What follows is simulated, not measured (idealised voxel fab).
process module | voxel transistor to metal
cross-section cut | 165 nm wide | cells 5 nm
A cross-section is a grid of square cells, given in bands from the top down. A band is one or more rows of cells.
Each band's line starts with the height of the band's top and of its bottom, in nm. Then come its materials from left to right, each with its width in nm. One material with "throughout" fills the band from edge to edge. "air" is empty space.
Height 0 is the level under which the wafer as received is all one material. The lowest band goes on downwards, as in "0 down".
A width such as "30 to 40" changes by the same amount from each row of cells to the next, from the band's top row to its bottom row.
"no change" after a step means that no cell of the cross-section changed.
closed voids: empty space of 8 cells or more with no open way to the top, each as width x height at its distance from the left edge, in nm
after a step's settings: what the simulator itself notes on the step
overlay nm, on a step with a mask: how far to the right of its planned place the mask lay; to the left if negative
plan
1 op RECEIVE | material Si
2 op OXIDIZE | depth nm 5
3 op CONFORMAL_DEP | material SiN | thk nm 15
4 op DIRECTIONAL_DEP | material aC | thk nm 10
5 op PATTERN | tone cover | mask id ACTIVE | material resist | width nm 115 | thk nm 25 | overlay nm 0
6 op DIRECTIONAL_ETCH | etch materials aC | depth nm 10
7 op STRIP | etch materials resist
8 op DIRECTIONAL_ETCH | etch materials SiN | depth nm 15
9 op DIRECTIONAL_ETCH | etch materials SiO2 | depth nm 5
10 op DIRECTIONAL_ETCH | etch materials Si | depth nm 25
11 op STRIP | etch materials aC
12 op OXIDIZE | depth nm 5
13 op FILL_DEP | material SiO2 | thk nm 15
14 op CMP | height nm 15
15 op SELECTIVE_ETCH | etch materials SiO2 | depth nm 5
16 op STRIP | etch materials SiN
17 op SELECTIVE_ETCH | etch materials SiO2 | depth nm 5
18 op OXIDIZE | depth nm 5
19 op DIRECTIONAL_DEP | material polySi | thk nm 25
20 op DIRECTIONAL_DEP | material SiCN | thk nm 15
21 op PATTERN | tone cover | mask id GATE | material resist | width nm 35 | thk nm 20 | overlay nm 0
22 op DIRECTIONAL_ETCH | etch materials SiCN | depth nm 25
23 op DIRECTIONAL_ETCH | etch materials polySi | depth nm 35
24 op STRIP | etch materials resist
25 op CONFORMAL_DEP | material SiN | thk nm 5
26 op DIRECTIONAL_ETCH | etch materials SiN | depth nm 5
27 op DIRECTIONAL_ETCH | etch materials SiO2 | depth nm 5
28 op DIRECTIONAL_ETCH | etch materials Si | depth nm 15
29 op EPI | material pSi | thk nm 15
30 op FILL_DEP | material SiO2 | thk nm 10
31 op CMP | height nm 20
32 op STRIP | etch materials polySi
33 op SELECTIVE_ETCH | etch materials SiO2 | depth nm 5
34 op CONFORMAL_DEP | material HfO2 | thk nm 5
35 op CONFORMAL_DEP | material TiN | thk nm 5
36 op FILL_DEP | material W | thk nm 5
37 op CMP | height nm 15
38 op DIRECTIONAL_DEP | material SiO2 | thk nm 15
39 op DIRECTIONAL_DEP | material aC | thk nm 15
40 op PATTERN | tone open | mask id CONTACT | material resist | width nm 15 | pitch nm 80 | thk nm 35 | overlay nm 0
41 op DIRECTIONAL_ETCH | etch materials aC | depth nm 15
42 op STRIP | etch materials resist
43 op DIRECTIONAL_ETCH | etch materials SiO2 | depth nm 40
44 op STRIP | etch materials aC
45 op CONFORMAL_DEP | material TiN | thk nm 5
46 op FILL_DEP | material W | thk nm 10
47 op CMP | height nm 30
48 op CONFORMAL_DEP | material SiCN | thk nm 5
49 op DIRECTIONAL_DEP | material lowk | thk nm 20
50 op PATTERN | tone open | mask id METAL_1 | material resist | width nm 15 | pitch nm 80 | thk nm 15 | overlay nm 0
51 op DIRECTIONAL_ETCH | etch materials lowk | depth nm 20
52 op DIRECTIONAL_ETCH | etch materials SiCN | depth nm 5
53 op STRIP | etch materials resist
54 op CONFORMAL_DEP | material TiN | thk nm 5
55 op FILL_DEP | material Cu | thk nm 5
56 op CMP | height nm 55
57 op CONFORMAL_DEP | material SiCN | thk nm 5
58 op DIRECTIONAL_DEP | material SiO2 | thk nm 35
59 op PATTERN | tone open | mask id METAL_2 | material resist | width nm 15 | pitch nm 80 | thk nm 20 | overlay nm 0
60 op DIRECTIONAL_ETCH | etch materials SiO2 | depth nm 20
61 op STRIP | etch materials resist
62 op MASKED_ETCH | tone open | mask id METAL_2_HOLES | width nm 15 | pitch nm 80 | etch materials SiO2 | depth nm 15 | overlay nm 0
63 op MASKED_ETCH | tone open | mask id METAL_2_HOLES | width nm 15 | pitch nm 80 | etch materials SiCN | depth nm 5 | overlay nm 0
64 op CONFORMAL_DEP | material TiN | thk nm 5
65 op FILL_DEP | material Ru | thk nm 10
66 op CMP | height nm 95
67 op CONFORMAL_DEP | material SiCN | thk nm 5
as received, after step 1
  0 down: Si throughout
  closed voids: none
first wafer at the end, as planned
  100 to 95: SiCN throughout
  95 to 60: SiO2 35 | TiN 5 | Ru 5 | TiN 5 | SiO2 65 | TiN 5 | Ru 5 | TiN 5 | SiO2 35
  60 to 55: SiCN 35 | TiN 15 | SiCN 65 | TiN 15 | SiCN 35
  55 to 35: lowk 35 | TiN 5 | Cu 5 | TiN 5 | lowk 65 | TiN 5 | Cu 5 | TiN 5 | lowk 35
  35 to 30: SiCN 35 | TiN 15 | SiCN 65 | TiN 15 | SiCN 35
  30 to 15: SiO2 35 | TiN 5 | W 5 | TiN 5 | SiO2 65 | TiN 5 | W 5 | TiN 5 | SiO2 35
  15 to 10: SiO2 35 | TiN 5 | W 5 | TiN 5 | SiO2 10 | SiN 5 | HfO2 5 | TiN 5 | W 15 | TiN 5 | HfO2 5 | SiN 5 | SiO2 10 | TiN 5 | W 5 | TiN 5 | SiO2 35
  10 to 5: SiO2 35 | TiN 15 | SiO2 10 | SiN 5 | HfO2 5 | TiN 5 | W 15 | TiN 5 | HfO2 5 | SiN 5 | SiO2 10 | TiN 15 | SiO2 35
  5 to 0: SiO2 20 | SiN 5 | SiO2 10 | TiN 10 | pSi 15 | SiN 5 | HfO2 5 | TiN 5 | W 15 | TiN 5 | HfO2 5 | SiN 5 | pSi 15 | TiN 10 | SiO2 10 | SiN 5 | SiO2 20
  0 to -5: SiO2 20 | SiN 5 | SiO2 10 | TiN 10 | pSi 15 | SiN 5 | HfO2 5 | TiN 25 | HfO2 5 | SiN 5 | pSi 15 | TiN 10 | SiO2 10 | SiN 5 | SiO2 20
  -5 to -10: SiO2 35 | TiN 10 | pSi 15 | HfO2 45 | pSi 15 | TiN 10 | SiO2 35
  -10 to -25: SiO2 30 | pSi 30 | Si 45 | pSi 30 | SiO2 30
  -25 to -35: SiO2 30 | Si 105 | SiO2 30
  -35 down: Si throughout
  closed voids: none
second wafer at the end: like start, like plan, one mistake
  100 to 95: SiCN throughout
  95 to 60: SiO2 35 | TiN 5 | Ru 5 | TiN 5 | SiO2 65 | TiN 5 | Ru 5 | TiN 5 | SiO2 35
  60 to 55: SiCN 35 | TiN 15 | SiCN 65 | TiN 15 | SiCN 35
  55 to 35: lowk 35 | TiN 5 | Cu 5 | TiN 5 | lowk 65 | TiN 5 | Cu 5 | TiN 5 | lowk 35
  35 to 30: SiCN 35 | TiN 15 | SiCN 65 | TiN 15 | SiCN 35
  30 to 15: SiO2 35 | TiN 5 | W 5 | TiN 5 | SiO2 65 | TiN 5 | W 5 | TiN 5 | SiO2 35
  15 to 10: SiO2 35 | TiN 5 | W 5 | TiN 5 | SiO2 10 | SiN 5 | TiN 5 | HfO2 5 | W 15 | HfO2 5 | TiN 5 | SiN 5 | SiO2 10 | TiN 5 | W 5 | TiN 5 | SiO2 35
  10 to 5: SiO2 35 | TiN 15 | SiO2 10 | SiN 5 | TiN 5 | HfO2 5 | W 15 | HfO2 5 | TiN 5 | SiN 5 | SiO2 10 | TiN 15 | SiO2 35
  5 to 0: SiO2 20 | SiN 5 | SiO2 10 | TiN 10 | pSi 15 | SiN 5 | TiN 5 | HfO2 5 | W 15 | HfO2 5 | TiN 5 | SiN 5 | pSi 15 | TiN 10 | SiO2 10 | SiN 5 | SiO2 20
  0 to -5: SiO2 20 | SiN 5 | SiO2 10 | TiN 10 | pSi 15 | SiN 5 | TiN 5 | HfO2 25 | TiN 5 | SiN 5 | pSi 15 | TiN 10 | SiO2 10 | SiN 5 | SiO2 20
  -5 to -10: SiO2 35 | TiN 10 | pSi 15 | TiN 45 | pSi 15 | TiN 10 | SiO2 35
  -10 to -25: SiO2 30 | pSi 30 | Si 45 | pSi 30 | SiO2 30
  -25 to -35: SiO2 30 | Si 105 | SiO2 30
  -35 down: Si throughout
  closed voids: none
what went wrong: steps 34 and 35 were swapped
at the end the second wafer has, in cells: 6 fewer of HfO2 | 6 more of TiN
